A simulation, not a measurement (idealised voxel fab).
Name of the process module below: voxel transistor to metal
Pictured: cross-section cut, 145 nm wide, on a grid of 5 nm square cells.
Cross-section spec: square-cell grid; bands listed top down; each band is one or more rows.
Band: top height; bottom height; in nm. Then, left to right: material with width in nm, for each material. "edge to edge": a single material spanning edge to edge. "blank": empty space.
Note: height 0 marks the level under which the wafer is uniformly one material as received. Lowest band unbounded below, written "top 0, no bottom".
When a width is written as two numbers, as in "30..40", the first number is the width in the top row of cells of the band and the second is the width in its bottom row, and the width changes by the same amount from each row to the next.
Take "nothing was modified" at face value: in the step it is given for, the cross-section changed in none of its cells.
"Sealed internal voids" - sealed voids, min. 8 cells, no opening to top; format: width x height at distance (distance from left edge; nm throughout).
Past the settings on a step's line: simulator remark, on that step.
overlay nm: right-of-plan distance of the mask on a masked step; negative values mean left-of-plan.

**plan**
1 RECEIVE, material Si
2 OXIDIZE, depth nm 5
3 CONFORMAL_DEP, material SiN, thk nm 10
4 DIRECTIONAL_DEP, material aC, thk nm 10
5 PATTERN, tone cover, mask id ACTIVE, material resist, width nm 105, thk nm 30, overlay nm 0
6 DIRECTIONAL_ETCH, etch materials aC, depth nm 10
7 STRIP, etch materials resist
8 DIRECTIONAL_ETCH, etch materials SiN, depth nm 10
9 DIRECTIONAL_ETCH, etch materials SiO2, depth nm 5
10 DIRECTIONAL_ETCH, etch materials Si, depth nm 25
11 STRIP, etch materials aC
12 FILL_DEP, material SiO2, thk nm 5
13 CMP, height nm 10
14 SELECTIVE_ETCH, etch materials SiO2, depth nm 10
15 STRIP, etch materials SiN
16 SELECTIVE_ETCH, etch materials SiO2, depth nm 5
17 OXIDIZE, depth nm 5
18 DIRECTIONAL_DEP, material polySi, thk nm 30
19 DIRECTIONAL_DEP, material SiCN, thk nm 10
20 DIRECTIONAL_DEP, material aC, thk nm 15
21 PATTERN, tone cover, mask id GATE, material resist, width nm 35, thk nm 30, overlay nm 0
22 DIRECTIONAL_ETCH, etch materials aC, depth nm 15
23 STRIP, etch materials resist
24 DIRECTIONAL_ETCH, etch materials SiCN, depth nm 20
25 DIRECTIONAL_ETCH, etch materials polySi, depth nm 40
26 STRIP, etch materials aC
27 CONFORMAL_DEP, material SiN, thk nm 5
28 DIRECTIONAL_ETCH, etch materials SiN, depth nm 5
29 DIRECTIONAL_ETCH, etch materials SiO2, depth nm 5
30 DIRECTIONAL_ETCH, etch materials Si, depth nm 5
31 EPI, material SiGe, thk nm 5
32 FILL_DEP, material SiO2, thk nm 10
33 CMP, height nm 25
34 STRIP, etch materials polySi
35 SELECTIVE_ETCH, etch materials SiO2, depth nm 5
36 CONFORMAL_DEP, material HfO2, thk nm 5
37 CONFORMAL_DEP, material TiN, thk nm 5
38 FILL_DEP, material W, thk nm 5
39 CMP, height nm 20
40 DIRECTIONAL_DEP, material SiO2, thk nm 15
41 DIRECTIONAL_DEP, material aC, thk nm 10
42 PATTERN, tone open, mask id CONTACT, material resist, width nm 15, pitch nm 80, thk nm 30, overlay nm 0
43 DIRECTIONAL_ETCH, etch materials aC, depth nm 10
44 STRIP, etch materials resist
45 DIRECTIONAL_ETCH, etch materials SiO2, depth nm 45
46 STRIP, etch materials aC
47 CONFORMAL_DEP, material TiN, thk nm 5
48 FILL_DEP, material Ru, thk nm 5
49 CMP, height nm 35
50 CONFORMAL_DEP, material SiCN, thk nm 5
51 DIRECTIONAL_DEP, material SiO2, thk nm 25
52 MASKED_ETCH, tone open, mask id METAL_1, width nm 15, pitch nm 80, etch materials SiO2, depth nm 25, overlay nm 0
53 MASKED_ETCH, tone open, mask id METAL_1, width nm 15, pitch nm 80, etch materials SiCN, depth nm 5, overlay nm 0
54 CONFORMAL_DEP, material TiN, thk nm 5
55 FILL_DEP, material Ru, thk nm 5
56 CMP, height nm 65
57 EPI, material Ru, thk nm 5
58 FILL_DEP, material SiCN, thk nm 5

**Shown in cross-section is the wafer as received, that is, as it stands after step 1**
* top 0, no bottom = Si edge to edge
* Sealed internal voids: none

**The first of two wafers, cross-sectioned at the end of the module, with the run proceeding as planned**
* top 75, bottom 70 = SiCN edge to edge
* top 70, bottom 65 = 20 of SiCN, 25 of Ru, 55 of SiCN, 25 of Ru, 20 of SiCN
* top 65, bottom 40 = 25 of SiO2, 5 of TiN, 5 of Ru, 5 of TiN, 65 of SiO2, 5 of TiN, 5 of Ru, 5 of TiN, 25 of SiO2
* top 40, bottom 35 = 25 of SiCN, 15 of TiN, 65 of SiCN, 15 of TiN, 25 of SiCN
* top 35, bottom 20 = 25 of SiO2, 5 of TiN, 5 of Ru, 5 of TiN, 65 of SiO2, 5 of TiN, 5 of Ru, 5 of TiN, 25 of SiO2
* top 20, bottom 0 = 25 of SiO2, 5 of TiN, 5 of Ru, 5 of TiN, 10 of SiO2, 5 of SiN, 5 of HfO2, 5 of TiN, 15 of W, 5 of TiN, 5 of HfO2, 5 of SiN, 10 of SiO2, 5 of TiN, 5 of Ru, 5 of TiN, 25 of SiO2
* top 0, bottom -5 = 25 of SiO2, 5 of TiN, 5 of Ru, 5 of TiN, 10 of SiO2, 5 of SiN, 5 of HfO2, 25 of TiN, 5 of HfO2, 5 of SiN, 10 of SiO2, 5 of TiN, 5 of Ru, 5 of TiN, 25 of SiO2
* top -5, bottom -10 = 25 of SiO2, 15 of TiN, 5 of SiO2, 5 of SiGe, 45 of HfO2, 5 of SiGe, 5 of SiO2, 15 of TiN, 25 of SiO2
* top -10, bottom -15 = 20 of SiO2, 30 of SiGe, 45 of Si, 30 of SiGe, 20 of SiO2
* top -15, bottom -30 = 20 of SiO2, 105 of Si, 20 of SiO2
* top -30, no bottom = Si edge to edge
* Sealed internal voids: none

**Module end: cross-section of wafer two of two. Same start and process plan as the first wafer. One mistake during execution**
* top 85, bottom 70 = SiCN edge to edge
* top 70, bottom 65 = 20 of SiCN, 25 of Ru, 55 of SiCN, 25 of Ru, 20 of SiCN
* top 65, bottom 40 = 25 of SiO2, 5 of TiN, 5 of Ru, 5 of TiN, 65 of SiO2, 5 of TiN, 5 of Ru, 5 of TiN, 25 of SiO2
* top 40, bottom 35 = 25 of SiCN, 15 of TiN, 65 of SiCN, 15 of TiN, 25 of SiCN
* top 35, bottom 20 = 25 of SiO2, 5 of TiN, 5 of Ru, 5 of TiN, 65 of SiO2, 5 of TiN, 5 of Ru, 5 of TiN, 25 of SiO2
* top 20, bottom 0 = 25 of SiO2, 5 of TiN, 5 of Ru, 5 of TiN, 10 of SiO2, 5 of SiN, 5 of HfO2, 5 of TiN, 15 of W, 5 of TiN, 5 of HfO2, 5 of SiN, 10 of SiO2, 5 of TiN, 5 of Ru, 5 of TiN, 25 of SiO2
* top 0, bottom -5 = 25 of SiO2, 5 of TiN, 5 of Ru, 5 of TiN, 10 of SiO2, 5 of SiN, 5 of HfO2, 25 of TiN, 5 of HfO2, 5 of SiN, 10 of SiO2, 5 of TiN, 5 of Ru, 5 of TiN, 25 of SiO2
* top -5, bottom -10 = 25 of SiO2, 15 of TiN, 5 of SiO2, 5 of SiGe, 45 of HfO2, 5 of SiGe, 5 of SiO2, 15 of TiN, 25 of SiO2
* top -10, bottom -15 = 20 of SiO2, 30 of SiGe, 45 of Si, 30 of SiGe, 20 of SiO2
* top -15, bottom -30 = 20 of SiO2, 105 of Si, 20 of SiO2
* top -30, no bottom = Si edge to edge
* Sealed internal voids: none
Diagnosis: the process deviated at step 58: the operation and settings actually run there were FILL_DEP, material SiCN, thk nm 15
Counted in cells at the end, the second wafer holds more or fewer of these materials than the first: +58 SiCN
